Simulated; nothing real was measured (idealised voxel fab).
process module | voxel self aligned contacts
cross-section cut | 255 nm wide | cells 5 nm
A cross-section is a grid of square cells, given in bands from the top down. A band is one or more rows of cells.
Each band's line starts with the height of the band's top and of its bottom, in nm. Then come its materials from left to right, each with its width in nm. One material with "throughout" fills the band from edge to edge. "air" is empty space.
Height 0 is the level under which the wafer as received is all one material. The lowest band goes on downwards, as in "0 down".
A width such as "30 to 40" changes by the same amount from each row of cells to the next, from the band's top row to its bottom row.
"no change" after a step means that no cell of the cross-section changed.
closed voids: empty space of 8 cells or more with no open way to the top, each as width x height at its distance from the left edge, in nm
after a step's settings: what the simulator itself notes on the step
overlay nm, on a step with a mask: how far to the right of its planned place the mask lay; to the left if negative
plan
1 op RECEIVE | material Si
2 op OXIDIZE | depth nm 5
3 op DIRECTIONAL_DEP | material polySi | thk nm 30
4 op DIRECTIONAL_DEP | material SiN | thk nm 25
5 op DIRECTIONAL_DEP | material aC | thk nm 10
6 op PATTERN | tone cover | mask id GATE | material resist | width nm 30 | pitch nm 75 | thk nm 30 | overlay nm 0
7 op DIRECTIONAL_ETCH | etch materials aC | depth nm 10
8 op STRIP | etch materials resist
9 op DIRECTIONAL_ETCH | etch materials SiN | depth nm 25
10 op DIRECTIONAL_ETCH | etch materials polySi | depth nm 30
11 op STRIP | etch materials aC
12 op CONFORMAL_DEP | material SiN | thk nm 10
13 op DIRECTIONAL_ETCH | etch materials SiN | depth nm 10
14 op FILL_DEP | material SiO2 | thk nm 15
15 op CMP | height nm 60
16 op MASKED_ETCH | tone open | mask id CONTACT | width nm 55 | etch materials SiO2 | depth nm 65 | overlay nm 0
17 op CONFORMAL_DEP | material TiN | thk nm 5
18 op FILL_DEP | material W | thk nm 5
19 op CMP | height nm 60
20 op CONFORMAL_DEP | material SiCN | thk nm 5
as received, after step 1
  0 down: Si throughout
  closed voids: none
a wafer at the end: this start, this plan, one mistake
  65 to 60: SiCN throughout
  60 to 55: SiO2 100 | TiN 20 | W 15 | TiN 20 | SiO2 100
  55 to 30: SiO2 65 | SiN 10 | polySi 30 | SiN 10 | TiN 5 | W 15 | TiN 5 | SiN 10 | polySi 30 | SiN 10 | SiO2 65
  30 to 25: SiO2 65 | SiN 10 | polySi 30 | SiN 10 | TiN 25 | SiN 10 | polySi 30 | SiN 10 | SiO2 65
  25 to 0: SiN throughout
  0 to -5: SiO2 throughout
  -5 down: Si throughout
  closed voids: none
what went wrong: steps 3 and 4 were swapped
